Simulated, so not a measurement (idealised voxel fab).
Presented below is a process module, voxel tone inversion.
Square cells of 5 nm make up the cross-section cut, whose width is 290 nm.
Cross-section, as written here: a square-cell grid given band by band from the top down, where a band holds one or more rows of cells.
Heights first: top, then bottom, in nm. Then materials, left to right, each with a width in nm. "everywhere" on a single material: fills the band edge to edge. "blank": empty space.
Measure heights from 0. That's the level where, below it, the as-received wafer is all one material. The lowest band is bottomless and extends downward; write it as in "0 nm and below".
Width "30..40": first value at the band's top row of cells, second value at its bottom row, equal change from row to row.
"everything unchanged" -> step changed no cross-section cell.
Heads up: "Closed internal cavities" only lists the empty pockets with no open path to the top that are 8 cells or more, and it writes them as width x height at distance, distance from the left edge, in nm.
Formally, on a step line, whatever follows the settings is a remark that the simulator itself makes on the step.
"overlay nm" denotes, for a step that has a mask, the displacement of the mask to the right of its planned place, with negative values corresponding to the left.

-- This section lists the process steps that were planned
step 1: RECEIVE [material Si]
step 2: CONFORMAL_DEP [material SiCN] [thk nm 5]
step 3: DIRECTIONAL_DEP [material aC] [thk nm 15]
step 4: PATTERN [tone cover] [mask id POSTS] [material resist] [width nm 15] [pitch nm 45] [thk nm 20] [overlay nm 0]
step 5: DIRECTIONAL_ETCH [etch materials aC] [depth nm 15]
step 6: STRIP [etch materials resist]
step 7: FILL_DEP [material SiO2] [thk nm 10]
step 8: CMP [height nm 20]
step 9: STRIP [etch materials aC]
All wafers enter the flow in the same state. The width nm at step 4 differs from wafer to wafer, and the plan gives the value for the first wafer.

-- Cross-section of the first of several wafers as received (after step 1)
  0 nm and below: Si everywhere
  Closed internal cavities: none

-- Cross-section, first of several wafers, end of module, after last step 9
  20 nm to 5 nm: SiO2: 115 | blank: 15 | SiO2: 30 | blank: 15 | SiO2: 115
  5 nm to 0 nm: SiCN everywhere
  0 nm and below: Si everywhere
  Closed internal cavities: none

-- Cross-sectional view, end of module, last wafer of several
  20 nm to 5 nm: SiO2: 110 | blank: 30 | SiO2: 15 | blank: 30 | SiO2: 105
  5 nm to 0 nm: SiCN everywhere
  0 nm and below: Si everywhere
  Closed internal cavities: none

-- Gained (+) or lost (-) cells of each material since receipt, then closed voids: one row per wafer, at the end of the module
width nm 15 | +58 SiCN | +156 SiO2 | Closed internal cavities: none
width nm 20 | +58 SiCN | +150 SiO2 | Closed internal cavities: none
width nm 25 | +58 SiCN | +144 SiO2 | Closed internal cavities: none
width nm 30 | +58 SiCN | +138 SiO2 | Closed internal cavities: none
